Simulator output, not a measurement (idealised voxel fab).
process module | voxel transistor to metal
This is section cut - it's 160 nm across, gridded in 5 nm square cells.
Just so we're on the same page, the cross-sections are grids of square cells, and they're listed out in bands top to bottom, each band one or more rows deep.
Basically the band line says how high the top is and how high the bottom is, in nm, and then what's in it from left to right, every material with its width in nm. Empty space shows up as "empty", and if a single material carries "everywhere" it runs the full band edge to edge.
Heights from 0 (as-received wafer is one material below). Bottom band endless downward, as "0..down".
Width "30 to 40": first value at the band's top row of cells, second value at its bottom row, equal change from row to row.
"left unchanged" -> step changed no cross-section cell.
"Closed void catalog": empty spaces of 8 cells or more with no open way to the top, each given as width x height at distance, distance from the left edge, all in nm.
Formally, on a step line, whatever follows the settings is a remark that the simulator itself makes on the step.
"overlay nm" answers the question of how far to the right of plan the mask lay on a step that has a mask, and when it is negative the answer is to the left.
### List of planned process steps
1 RECEIVE, material Si
2 CONFORMAL_DEP, material SiO2, thk nm 5
3 CONFORMAL_DEP, material SiN, thk nm 15
4 MASKED_ETCH, tone cover, mask id ACTIVE, width nm 125, etch materials SiN, depth nm 15, overlay nm 0
5 MASKED_ETCH, tone cover, mask id ACTIVE, width nm 125, etch materials SiO2, depth nm 5, overlay nm 0
6 MASKED_ETCH, tone cover, mask id ACTIVE, width nm 125, etch materials Si, depth nm 25, overlay nm 0
7 FILL_DEP, material SiO2, thk nm 15
8 CMP, height nm 20
9 SELECTIVE_ETCH, etch materials SiO2, depth nm 15
10 STRIP, etch materials SiN
11 SELECTIVE_ETCH, etch materials SiO2, depth nm 5
12 OXIDIZE, depth nm 5
13 DIRECTIONAL_DEP, material polySi, thk nm 30
14 DIRECTIONAL_DEP, material SiCN, thk nm 10
15 DIRECTIONAL_DEP, material aC, thk nm 10
16 PATTERN, tone cover, mask id GATE, material resist, width nm 25, thk nm 25, overlay nm 0
17 DIRECTIONAL_ETCH, etch materials aC, depth nm 10
18 STRIP, etch materials resist
19 DIRECTIONAL_ETCH, etch materials SiCN, depth nm 20
20 DIRECTIONAL_ETCH, etch materials polySi, depth nm 40
21 STRIP, etch materials aC
22 CONFORMAL_DEP, material SiO2, thk nm 5
23 DIRECTIONAL_ETCH, etch materials SiO2, depth nm 5
24 CONFORMAL_DEP, material SiN, thk nm 10
25 DIRECTIONAL_ETCH, etch materials SiN, depth nm 10
26 DIRECTIONAL_ETCH, etch materials SiO2, depth nm 5
27 EPI, material pSi, thk nm 5
28 FILL_DEP, material SiO2, thk nm 10
29 CMP, height nm 30
30 STRIP, etch materials polySi
31 SELECTIVE_ETCH, etch materials SiO2, depth nm 5
32 CONFORMAL_DEP, material HfO2, thk nm 5
33 CONFORMAL_DEP, material TiN, thk nm 5
34 FILL_DEP, material W, thk nm 5
35 CMP, height nm 25
36 DIRECTIONAL_DEP, material SiO2, thk nm 10
37 PATTERN, tone open, mask id CONTACT, material resist, width nm 20, pitch nm 85, thk nm 20, overlay nm 0
38 DIRECTIONAL_ETCH, etch materials SiO2, depth nm 35
39 STRIP, etch materials resist
40 CONFORMAL_DEP, material TiN, thk nm 5
41 FILL_DEP, material Ru, thk nm 5
42 CMP, height nm 35
43 DIRECTIONAL_DEP, material TiN, thk nm 5
44 DIRECTIONAL_DEP, material W, thk nm 25
45 MASKED_ETCH, tone cover, mask id METAL_1, width nm 20, pitch nm 85, etch materials W, depth nm 25, overlay nm 0
46 MASKED_ETCH, tone cover, mask id METAL_1, width nm 20, pitch nm 85, etch materials TiN, depth nm 5, overlay nm 0
47 CONFORMAL_DEP, material SiCN, thk nm 5
48 FILL_DEP, material lowk, thk nm 10
49 CMP, height nm 65
50 CONFORMAL_DEP, material SiCN, thk nm 5
51 DIRECTIONAL_DEP, material SiO2, thk nm 25
52 MASKED_ETCH, tone open, mask id METAL_2, width nm 20, pitch nm 85, etch materials SiO2, depth nm 15, overlay nm 0
53 DIRECTIONAL_DEP, material aC, thk nm 15
54 PATTERN, tone open, mask id METAL_2_HOLES, material resist, width nm 15, pitch nm 85, thk nm 30, overlay nm 0
55 DIRECTIONAL_ETCH, etch materials aC, depth nm 15
56 STRIP, etch materials resist
57 DIRECTIONAL_ETCH, etch materials SiO2, depth nm 10
58 DIRECTIONAL_ETCH, etch materials SiCN, depth nm 5
59 STRIP, etch materials aC
60 CONFORMAL_DEP, material TiN, thk nm 5
61 FILL_DEP, material Cu, thk nm 5
62 CMP, height nm 95
63 CONFORMAL_DEP, material SiCN, thk nm 5
### The first of a set of two wafers, run to plan
### As received (post step 1): cross-section
* 0..down  Si everywhere
* Closed void catalog: none
### after step 2
* 5..0  SiO2 everywhere
* Below 0 it's all the same as before, nothing changed down there.
### after step 3
* 20..5  SiN everywhere
* Below 5 it's all the same as before, nothing changed down there.
### after step 4
* 20..5  empty=15 / SiN=125 / empty=20
* Below 5 it's all the same as before, nothing changed down there.
### after step 5
* 20..5  empty=15 / SiN=125 / empty=20
* 5..0  empty=15 / SiO2=125 / empty=20
* Below 0 it's all the same as before, nothing changed down there.
### after step 6
* 20..5  empty=15 / SiN=125 / empty=20
* 5..0  empty=15 / SiO2=125 / empty=20
* 0..-25  empty=15 / Si=125 / empty=20
* Below -25 it's all the same as before, nothing changed down there.
### after step 7
* 35..20  SiO2 everywhere
* 20..5  SiO2=15 / SiN=125 / SiO2=20
* 5..0  SiO2 everywhere
* 0..-25  SiO2=15 / Si=125 / SiO2=20
* Below -25 it's all the same as before, nothing changed down there.
### after step 8
* 20..5  SiO2=15 / SiN=125 / SiO2=20
* Below 5 it's all the same as before, nothing changed down there.
### after step 9
* 20..5  empty=15 / SiN=125 / empty=20
* Below 5 it's all the same as before, nothing changed down there.
### after step 10
* 5..0  SiO2 everywhere
* Below 0 it's all the same as before, nothing changed down there.
### after step 11
* 0..-25  SiO2=15 / Si=125 / SiO2=20
* Below -25 it's all the same as before, nothing changed down there.
### after step 12
* 0..-5  SiO2 everywhere
* Below -5 it's all the same as before, nothing changed down there.
### after step 13
* 30..0  polySi everywhere
* Below 0 it's all the same as before, nothing changed down there.
### after step 14
* 40..30  SiCN everywhere
* Below 30 it's all the same as before, nothing changed down there.
### after step 15
* 50..40  aC everywhere
* Below 40 it's all the same as before, nothing changed down there.
### after step 16
* 75..50  empty=65 / resist=25 / empty=70
* Below 50 it's all the same as before, nothing changed down there.
### after step 17
* 65..50  empty=65 / resist=25 / empty=70
* 50..40  empty=65 / aC=25 / empty=70
* Below 40 it's all the same as before, nothing changed down there.
### after step 18
* 50..40  empty=65 / aC=25 / empty=70
* Below 40 it's all the same as before, nothing changed down there.
### after step 19
* 50..40  empty=65 / aC=25 / empty=70
* 40..30  empty=65 / SiCN=25 / empty=70
* Below 30 it's all the same as before, nothing changed down there.
### after step 20
* 50..40  empty=65 / aC=25 / empty=70
* 40..30  empty=65 / SiCN=25 / empty=70
* 30..0  empty=65 / polySi=25 / empty=70
* Below 0 it's all the same as before, nothing changed down there.
### after step 21
* 40..30  empty=65 / SiCN=25 / empty=70
* Below 30 it's all the same as before, nothing changed down there.
### after step 22
* 45..40  empty=60 / SiO2=35 / empty=65
* 40..30  empty=60 / SiO2=5 / SiCN=25 / SiO2=5 / empty=65
* 30..5  empty=60 / SiO2=5 / polySi=25 / SiO2=5 / empty=65
* 5..0  SiO2=65 / polySi=25 / SiO2=70
* Below 0 it's all the same as before, nothing changed down there.
### after step 23
* 40..30  empty=60 / SiO2=5 / SiCN=25 / SiO2=5 / empty=65
* 30..0  empty=60 / SiO2=5 / polySi=25 / SiO2=5 / empty=65
* Below 0 it's all the same as before, nothing changed down there.
### after step 24
* 50..40  empty=50 / SiN=55 / empty=55
* 40..30  empty=50 / SiN=10 / SiO2=5 / SiCN=25 / SiO2=5 / SiN=10 / empty=55
* 30..10  empty=50 / SiN=10 / SiO2=5 / polySi=25 / SiO2=5 / SiN=10 / empty=55
* 10..0  SiN=60 / SiO2=5 / polySi=25 / SiO2=5 / SiN=65
* Below 0 it's all the same as before, nothing changed down there.
### after step 25
* 40..30  empty=50 / SiN=10 / SiO2=5 / SiCN=25 / SiO2=5 / SiN=10 / empty=55
* 30..0  empty=50 / SiN=10 / SiO2=5 / polySi=25 / SiO2=5 / SiN=10 / empty=55
* Below 0 it's all the same as before, nothing changed down there.
### after step 26
* 40..35  empty=50 / SiN=10 / empty=5 / SiCN=25 / empty=5 / SiN=10 / empty=55
* 35..30  empty=50 / SiN=10 / SiO2=5 / SiCN=25 / SiO2=5 / SiN=10 / empty=55
* 30..0  empty=50 / SiN=10 / SiO2=5 / polySi=25 / SiO2=5 / SiN=10 / empty=55
* 0..-5  empty=50 / SiO2=55 / empty=55
* Below -5 it's all the same as before, nothing changed down there.
### after step 27
* 40..35  empty=50 / SiN=10 / empty=5 / SiCN=25 / empty=5 / SiN=10 / empty=55
* 35..30  empty=50 / SiN=10 / SiO2=5 / SiCN=25 / SiO2=5 / SiN=10 / empty=55
* 30..0  empty=50 / SiN=10 / SiO2=5 / polySi=25 / SiO2=5 / SiN=10 / empty=55
* 0..-5  empty=10 / pSi=40 / SiO2=55 / pSi=40 / empty=15
* Below -5 it's all the same as before, nothing changed down there.
### after step 28
* 50..40  SiO2 everywhere
* 40..30  SiO2=50 / SiN=10 / SiO2=5 / SiCN=25 / SiO2=5 / SiN=10 / SiO2=55
* 30..0  SiO2=50 / SiN=10 / SiO2=5 / polySi=25 / SiO2=5 / SiN=10 / SiO2=55
* 0..-5  SiO2=10 / pSi=40 / SiO2=55 / pSi=40 / SiO2=15
* Below -5 it's all the same as before, nothing changed down there.
### after step 29
* 30..0  SiO2=50 / SiN=10 / SiO2=5 / polySi=25 / SiO2=5 / SiN=10 / SiO2=55
* Below 0 it's all the same as before, nothing changed down there.
### after step 30
* 30..0  SiO2=50 / SiN=10 / SiO2=5 / empty=25 / SiO2=5 / SiN=10 / SiO2=55
* Below 0 it's all the same as before, nothing changed down there.
### after step 31
* 30..25  empty=50 / SiN=10 / empty=35 / SiN=10 / empty=55
* 25..0  SiO2=50 / SiN=10 / empty=35 / SiN=10 / SiO2=55
* 0..-5  SiO2=10 / pSi=40 / SiO2=10 / empty=35 / SiO2=10 / pSi=40 / SiO2=15
* Below -5 it's all the same as before, nothing changed down there.
### after step 32
* 35..30  empty=45 / HfO2=20 / empty=25 / HfO2=20 / empty=50
* 30..25  HfO2=50 / SiN=10 / HfO2=5 / empty=25 / HfO2=5 / SiN=10 / HfO2=55
* 25..0  SiO2=50 / SiN=10 / HfO2=5 / empty=25 / HfO2=5 / SiN=10 / SiO2=55
* 0..-5  SiO2=10 / pSi=40 / SiO2=10 / HfO2=35 / SiO2=10 / pSi=40 / SiO2=15
* Below -5 it's all the same as before, nothing changed down there.
### after step 33
* 40..35  empty=40 / TiN=30 / empty=15 / TiN=30 / empty=45
* 35..30  TiN=45 / HfO2=20 / TiN=5 / empty=15 / TiN=5 / HfO2=20 / TiN=50
* 30..25  HfO2=50 / SiN=10 / HfO2=5 / TiN=5 / empty=15 / TiN=5 / HfO2=5 / SiN=10 / HfO2=55
* 25..5  SiO2=50 / SiN=10 / HfO2=5 / TiN=5 / empty=15 / TiN=5 / HfO2=5 / SiN=10 / SiO2=55
* 5..0  SiO2=50 / SiN=10 / HfO2=5 / TiN=25 / HfO2=5 / SiN=10 / SiO2=55
* Below 0 it's all the same as before, nothing changed down there.
### after step 34
* 45..40  W everywhere
* 40..35  W=40 / TiN=30 / W=15 / TiN=30 / W=45
* 35..30  TiN=45 / HfO2=20 / TiN=5 / W=15 / TiN=5 / HfO2=20 / TiN=50
* 30..25  HfO2=50 / SiN=10 / HfO2=5 / TiN=5 / W=15 / TiN=5 / HfO2=5 / SiN=10 / HfO2=55
* 25..5  SiO2=50 / SiN=10 / HfO2=5 / TiN=5 / W=15 / TiN=5 / HfO2=5 / SiN=10 / SiO2=55
* Below 5 it's all the same as before, nothing changed down there.
### after step 35
* 25..5  SiO2=50 / SiN=10 / HfO2=5 / TiN=5 / W=15 / TiN=5 / HfO2=5 / SiN=10 / SiO2=55
* Below 5 it's all the same as before, nothing changed down there.
### after step 36
* 35..25  SiO2 everywhere
* Below 25 it's all the same as before, nothing changed down there.
### after step 37
* 55..35  resist=25 / empty=20 / resist=65 / empty=20 / resist=30
* Below 35 it's all the same as before, nothing changed down there.
### after step 38
* 55..35  resist=25 / empty=20 / resist=65 / empty=20 / resist=30
* 35..25  SiO2=25 / empty=20 / SiO2=65 / empty=20 / SiO2=30
* 25..5  SiO2=25 / empty=20 / SiO2=5 / SiN=10 / HfO2=5 / TiN=5 / W=15 / TiN=5 / HfO2=5 / SiN=10 / SiO2=5 / empty=20 / SiO2=30
* 5..0  SiO2=25 / empty=20 / SiO2=5 / SiN=10 / HfO2=5 / TiN=25 / HfO2=5 / SiN=10 / SiO2=5 / empty=20 / SiO2=30
* Below 0 it's all the same as before, nothing changed down there.
### after step 39
* 35..25  SiO2=25 / empty=20 / SiO2=65 / empty=20 / SiO2=30
* Below 25 it's all the same as before, nothing changed down there.
### after step 40
* 40..35  TiN=30 / empty=10 / TiN=75 / empty=10 / TiN=35
* 35..25  SiO2=25 / TiN=5 / empty=10 / TiN=5 / SiO2=65 / TiN=5 / empty=10 / TiN=5 / SiO2=30
* 25..5  SiO2=25 / TiN=5 / empty=10 / TiN=5 / SiO2=5 / SiN=10 / HfO2=5 / TiN=5 / W=15 / TiN=5 / HfO2=5 / SiN=10 / SiO2=5 / TiN=5 / empty=10 / TiN=5 / SiO2=30
* 5..0  SiO2=25 / TiN=20 / SiO2=5 / SiN=10 / HfO2=5 / TiN=25 / HfO2=5 / SiN=10 / SiO2=5 / TiN=20 / SiO2=30
* Below 0 it's all the same as before, nothing changed down there.
### after step 41
* 45..40  Ru everywhere
* 40..35  TiN=30 / Ru=10 / TiN=75 / Ru=10 / TiN=35
* 35..25  SiO2=25 / TiN=5 / Ru=10 / TiN=5 / SiO2=65 / TiN=5 / Ru=10 / TiN=5 / SiO2=30
* 25..5  SiO2=25 / TiN=5 / Ru=10 / TiN=5 / SiO2=5 / SiN=10 / HfO2=5 / TiN=5 / W=15 / TiN=5 / HfO2=5 / SiN=10 / SiO2=5 / TiN=5 / Ru=10 / TiN=5 / SiO2=30
* Below 5 it's all the same as before, nothing changed down there.
### after step 42
* 35..25  SiO2=25 / TiN=5 / Ru=10 / TiN=5 / SiO2=65 / TiN=5 / Ru=10 / TiN=5 / SiO2=30
* Below 25 it's all the same as before, nothing changed down there.
### after step 43
* 40..35  TiN everywhere
* Below 35 it's all the same as before, nothing changed down there.
### after step 44
* 65..40  W everywhere
* Below 40 it's all the same as before, nothing changed down there.
### after step 45
* 65..40  empty=25 / W=20 / empty=65 / W=20 / empty=30
* Below 40 it's all the same as before, nothing changed down there.
### after step 46
* 65..40  empty=25 / W=20 / empty=65 / W=20 / empty=30
* 40..35  empty=25 / TiN=20 / empty=65 / TiN=20 / empty=30
* Below 35 it's all the same as before, nothing changed down there.
### after step 47
* 70..65  empty=20 / SiCN=30 / empty=55 / SiCN=30 / empty=25
* 65..40  empty=20 / SiCN=5 / W=20 / SiCN=5 / empty=55 / SiCN=5 / W=20 / SiCN=5 / empty=25
* 40..35  SiCN=25 / TiN=20 / SiCN=65 / TiN=20 / SiCN=30
* Below 35 it's all the same as before, nothing changed down there.
### after step 48
* 80..70  lowk everywhere
* 70..65  lowk=20 / SiCN=30 / lowk=55 / SiCN=30 / lowk=25
* 65..40  lowk=20 / SiCN=5 / W=20 / SiCN=5 / lowk=55 / SiCN=5 / W=20 / SiCN=5 / lowk=25
* Below 40 it's all the same as before, nothing changed down there.
### after step 49
* 65..40  lowk=20 / SiCN=5 / W=20 / SiCN=5 / lowk=55 / SiCN=5 / W=20 / SiCN=5 / lowk=25
* Below 40 it's all the same as before, nothing changed down there.
### after step 50
* 70..65  SiCN everywhere
* Below 65 it's all the same as before, nothing changed down there.
### after step 51
* 95..70  SiO2 everywhere
* Below 70 it's all the same as before, nothing changed down there.
### after step 52
* 95..80  SiO2=25 / empty=20 / SiO2=65 / empty=20 / SiO2=30
* Below 80 it's all the same as before, nothing changed down there.
### after step 53
* 110..95  aC=25 / empty=20 / aC=65 / empty=20 / aC=30
* 95..80  SiO2=25 / aC=20 / SiO2=65 / aC=20 / SiO2=30
* Below 80 it's all the same as before, nothing changed down there.
### after step 54
* 140..110  resist=25 / empty=15 / resist=70 / empty=15 / resist=35
* 110..95  aC=25 / empty=15 / resist=5 / aC=65 / empty=15 / resist=5 / aC=30
* Below 95 it's all the same as before, nothing changed down there.
### after step 55
* 125..110  resist=25 / empty=15 / resist=70 / empty=15 / resist=35
* 110..95  aC=25 / empty=15 / resist=5 / aC=65 / empty=15 / resist=5 / aC=30
* 95..80  SiO2=25 / empty=15 / aC=5 / SiO2=65 / empty=15 / aC=5 / SiO2=30
* Below 80 it's all the same as before, nothing changed down there.
### after step 56
* 110..95  aC=25 / empty=20 / aC=65 / empty=20 / aC=30
* Below 95 it's all the same as before, nothing changed down there.
### after step 57
* 110..95  aC=25 / empty=20 / aC=65 / empty=20 / aC=30
* 95..80  SiO2=25 / empty=15 / aC=5 / SiO2=65 / empty=15 / aC=5 / SiO2=30
* 80..70  SiO2=25 / empty=15 / SiO2=70 / empty=15 / SiO2=35
* Below 70 it's all the same as before, nothing changed down there.
### after step 58
* 110..95  aC=25 / empty=20 / aC=65 / empty=20 / aC=30
* 95..80  SiO2=25 / empty=15 / aC=5 / SiO2=65 / empty=15 / aC=5 / SiO2=30
* 80..70  SiO2=25 / empty=15 / SiO2=70 / empty=15 / SiO2=35
* 70..65  SiCN=25 / empty=15 / SiCN=70 / empty=15 / SiCN=35
* Below 65 it's all the same as before, nothing changed down there.
### after step 59
* 95..80  SiO2=25 / empty=20 / SiO2=65 / empty=20 / SiO2=30
* Below 80 it's all the same as before, nothing changed down there.
### after step 60
* 100..95  TiN=30 / empty=10 / TiN=75 / empty=10 / TiN=35
* 95..85  SiO2=25 / TiN=5 / empty=10 / TiN=5 / SiO2=65 / TiN=5 / empty=10 / TiN=5 / SiO2=30
* 85..80  SiO2=25 / TiN=5 / empty=5 / TiN=10 / SiO2=65 / TiN=5 / empty=5 / TiN=10 / SiO2=30
* 80..70  SiO2=25 / TiN=5 / empty=5 / TiN=5 / SiO2=70 / TiN=5 / empty=5 / TiN=5 / SiO2=35
* 70..65  SiCN=25 / TiN=15 / SiCN=70 / TiN=15 / SiCN=35
* Below 65 it's all the same as before, nothing changed down there.
### after step 61
* 105..100  Cu everywhere
* 100..95  TiN=30 / Cu=10 / TiN=75 / Cu=10 / TiN=35
* 95..85  SiO2=25 / TiN=5 / Cu=10 / TiN=5 / SiO2=65 / TiN=5 / Cu=10 / TiN=5 / SiO2=30
* 85..80  SiO2=25 / TiN=5 / Cu=5 / TiN=10 / SiO2=65 / TiN=5 / Cu=5 / TiN=10 / SiO2=30
* 80..70  SiO2=25 / TiN=5 / Cu=5 / TiN=5 / SiO2=70 / TiN=5 / Cu=5 / TiN=5 / SiO2=35
* Below 70 it's all the same as before, nothing changed down there.
### after step 62
* 95..85  SiO2=25 / TiN=5 / Cu=10 / TiN=5 / SiO2=65 / TiN=5 / Cu=10 / TiN=5 / SiO2=30
* Below 85 it's all the same as before, nothing changed down there.
### after step 63
* 100..95  SiCN everywhere
* Below 95 it's all the same as before, nothing changed down there.
### For the second wafer, take the first wafer's start and plan, then add one mistake made in running it; everything through step 36, that step included, is shared with the first
### Cross-section of the second wafer when, according to plan, step 37 should have finished
* 55..35  resist=30 / empty=20 / resist=65 / empty=20 / resist=25
* Below 35 it's all the same as before, nothing changed down there.
### Cross-section of the second wafer when, according to plan, step 38 should have finished
* 55..35  resist=30 / empty=20 / resist=65 / empty=20 / resist=25
* 35..25  SiO2=30 / empty=20 / SiO2=65 / empty=20 / SiO2=25
* 25..5  SiO2=30 / empty=20 / SiN=10 / HfO2=5 / TiN=5 / W=15 / TiN=5 / HfO2=5 / SiN=10 / SiO2=10 / empty=20 / SiO2=25
* 5..0  SiO2=30 / empty=20 / SiN=10 / HfO2=5 / TiN=25 / HfO2=5 / SiN=10 / SiO2=10 / empty=20 / SiO2=25
* Below 0 it's all the same as before, nothing changed down there.
### Cross-section of the second wafer when, according to plan, step 39 should have finished
* 35..25  SiO2=30 / empty=20 / SiO2=65 / empty=20 / SiO2=25
* Below 25 it's all the same as before, nothing changed down there.
### Cross-section of the second wafer when, according to plan, step 40 should have finished
* 40..35  TiN=35 / empty=10 / TiN=75 / empty=10 / TiN=30
* 35..25  SiO2=30 / TiN=5 / empty=10 / TiN=5 / SiO2=65 / TiN=5 / empty=10 / TiN=5 / SiO2=25
* 25..5  SiO2=30 / TiN=5 / empty=10 / TiN=5 / SiN=10 / HfO2=5 / TiN=5 / W=15 / TiN=5 / HfO2=5 / SiN=10 / SiO2=10 / TiN=5 / empty=10 / TiN=5 / SiO2=25
* 5..0  SiO2=30 / TiN=20 / SiN=10 / HfO2=5 / TiN=25 / HfO2=5 / SiN=10 / SiO2=10 / TiN=20 / SiO2=25
* Below 0 it's all the same as before, nothing changed down there.
### Cross-section of the second wafer when, according to plan, step 41 should have finished
* 45..40  Ru everywhere
* 40..35  TiN=35 / Ru=10 / TiN=75 / Ru=10 / TiN=30
* 35..25  SiO2=30 / TiN=5 / Ru=10 / TiN=5 / SiO2=65 / TiN=5 / Ru=10 / TiN=5 / SiO2=25
* 25..5  SiO2=30 / TiN=5 / Ru=10 / TiN=5 / SiN=10 / HfO2=5 / TiN=5 / W=15 / TiN=5 / HfO2=5 / SiN=10 / SiO2=10 / TiN=5 / Ru=10 / TiN=5 / SiO2=25
* Below 5 it's all the same as before, nothing changed down there.
### Cross-section of the second wafer when, according to plan, step 42 should have finished
* 35..25  SiO2=30 / TiN=5 / Ru=10 / TiN=5 / SiO2=65 / TiN=5 / Ru=10 / TiN=5 / SiO2=25
* Below 25 it's all the same as before, nothing changed down there.
### Cross-section of the second wafer when, according to plan, step 43 should have finished
* 40..35  TiN everywhere
* Below 35 it's all the same as before, nothing changed down there.
### Cross-section of the second wafer when, according to plan, step 44 should have finished
* 65..40  W everywhere
* Below 40 it's all the same as before, nothing changed down there.
### Cross-section of the second wafer when, according to plan, step 45 should have finished
* 65..40  empty=25 / W=20 / empty=65 / W=20 / empty=30
* Below 40 it's all the same as before, nothing changed down there.
### Cross-section of the second wafer when, according to plan, step 46 should have finished
* 65..40  empty=25 / W=20 / empty=65 / W=20 / empty=30
* 40..35  empty=25 / TiN=20 / empty=65 / TiN=20 / empty=30
* Below 35 it's all the same as before, nothing changed down there.
### Cross-section of the second wafer when, according to plan, step 47 should have finished
* 70..65  empty=20 / SiCN=30 / empty=55 / SiCN=30 / empty=25
* 65..40  empty=20 / SiCN=5 / W=20 / SiCN=5 / empty=55 / SiCN=5 / W=20 / SiCN=5 / empty=25
* 40..35  SiCN=25 / TiN=20 / SiCN=65 / TiN=20 / SiCN=30
* Below 35 it's all the same as before, nothing changed down there.
### Cross-section of the second wafer when, according to plan, step 48 should have finished
* 80..70  lowk everywhere
* 70..65  lowk=20 / SiCN=30 / lowk=55 / SiCN=30 / lowk=25
* 65..40  lowk=20 / SiCN=5 / W=20 / SiCN=5 / lowk=55 / SiCN=5 / W=20 / SiCN=5 / lowk=25
* Below 40 it's all the same as before, nothing changed down there.
### Cross-section of the second wafer when, according to plan, step 49 should have finished
* 65..40  lowk=20 / SiCN=5 / W=20 / SiCN=5 / lowk=55 / SiCN=5 / W=20 / SiCN=5 / lowk=25
* Below 40 it's all the same as before, nothing changed down there.
### Cross-section of the second wafer when, according to plan, step 50 should have finished
* 70..65  SiCN everywhere
* Below 65 it's all the same as before, nothing changed down there.
### Cross-section of the second wafer when, according to plan, step 51 should have finished
* 95..70  SiO2 everywhere
* Below 70 it's all the same as before, nothing changed down there.
### Cross-section of the second wafer when, according to plan, step 52 should have finished
* 95..80  SiO2=25 / empty=20 / SiO2=65 / empty=20 / SiO2=30
* Below 80 it's all the same as before, nothing changed down there.
### Cross-section of the second wafer when, according to plan, step 53 should have finished
* 110..95  aC=25 / empty=20 / aC=65 / empty=20 / aC=30
* 95..80  SiO2=25 / aC=20 / SiO2=65 / aC=20 / SiO2=30
* Below 80 it's all the same as before, nothing changed down there.
### Cross-section of the second wafer when, according to plan, step 54 should have finished
* 140..110  resist=25 / empty=15 / resist=70 / empty=15 / resist=35
* 110..95  aC=25 / empty=15 / resist=5 / aC=65 / empty=15 / resist=5 / aC=30
* Below 95 it's all the same as before, nothing changed down there.
### Cross-section of the second wafer when, according to plan, step 55 should have finished
* 125..110  resist=25 / empty=15 / resist=70 / empty=15 / resist=35
* 110..95  aC=25 / empty=15 / resist=5 / aC=65 / empty=15 / resist=5 / aC=30
* 95..80  SiO2=25 / empty=15 / aC=5 / SiO2=65 / empty=15 / aC=5 / SiO2=30
* Below 80 it's all the same as before, nothing changed down there.
### Cross-section of the second wafer when, according to plan, step 56 should have finished
* 110..95  aC=25 / empty=20 / aC=65 / empty=20 / aC=30
* Below 95 it's all the same as before, nothing changed down there.
### Cross-section of the second wafer when, according to plan, step 57 should have finished
* 110..95  aC=25 / empty=20 / aC=65 / empty=20 / aC=30
* 95..80  SiO2=25 / empty=15 / aC=5 / SiO2=65 / empty=15 / aC=5 / SiO2=30
* 80..70  SiO2=25 / empty=15 / SiO2=70 / empty=15 / SiO2=35
* Below 70 it's all the same as before, nothing changed down there.
### Cross-section of the second wafer when, according to plan, step 58 should have finished
* 110..95  aC=25 / empty=20 / aC=65 / empty=20 / aC=30
* 95..80  SiO2=25 / empty=15 / aC=5 / SiO2=65 / empty=15 / aC=5 / SiO2=30
* 80..70  SiO2=25 / empty=15 / SiO2=70 / empty=15 / SiO2=35
* 70..65  SiCN=25 / empty=15 / SiCN=70 / empty=15 / SiCN=35
* Below 65 it's all the same as before, nothing changed down there.
### Cross-section of the second wafer when, according to plan, step 59 should have finished
* 95..80  SiO2=25 / empty=20 / SiO2=65 / empty=20 / SiO2=30
* Below 80 it's all the same as before, nothing changed down there.
### Cross-section of the second wafer when, according to plan, step 60 should have finished
* 100..95  TiN=30 / empty=10 / TiN=75 / empty=10 / TiN=35
* 95..85  SiO2=25 / TiN=5 / empty=10 / TiN=5 / SiO2=65 / TiN=5 / empty=10 / TiN=5 / SiO2=30
* 85..80  SiO2=25 / TiN=5 / empty=5 / TiN=10 / SiO2=65 / TiN=5 / empty=5 / TiN=10 / SiO2=30
* 80..70  SiO2=25 / TiN=5 / empty=5 / TiN=5 / SiO2=70 / TiN=5 / empty=5 / TiN=5 / SiO2=35
* 70..65  SiCN=25 / TiN=15 / SiCN=70 / TiN=15 / SiCN=35
* Below 65 it's all the same as before, nothing changed down there.
### Cross-section of the second wafer when, according to plan, step 61 should have finished
* 105..100  Cu everywhere
* 100..95  TiN=30 / Cu=10 / TiN=75 / Cu=10 / TiN=35
* 95..85  SiO2=25 / TiN=5 / Cu=10 / TiN=5 / SiO2=65 / TiN=5 / Cu=10 / TiN=5 / SiO2=30
* 85..80  SiO2=25 / TiN=5 / Cu=5 / TiN=10 / SiO2=65 / TiN=5 / Cu=5 / TiN=10 / SiO2=30
* 80..70  SiO2=25 / TiN=5 / Cu=5 / TiN=5 / SiO2=70 / TiN=5 / Cu=5 / TiN=5 / SiO2=35
* Below 70 it's all the same as before, nothing changed down there.
### Cross-section of the second wafer when, according to plan, step 62 should have finished
* 95..85  SiO2=25 / TiN=5 / Cu=10 / TiN=5 / SiO2=65 / TiN=5 / Cu=10 / TiN=5 / SiO2=30
* Below 85 it's all the same as before, nothing changed down there.
### Cross-section of the second wafer when, according to plan, step 63 should have finished
* 100..95  SiCN everywhere
* Below 95 it's all the same as before, nothing changed down there.
It is concluded that the wafer was processed incorrectly with respect to the plan, in that step 37 changed vs plan, executed as PATTERN, tone open, mask id CONTACT, material resist, width nm 20, pitch nm 85, thk nm 20, overlay nm 5
Matching per-material cell counts, mismatched positions: that is how the second wafer compares with the first at the end.
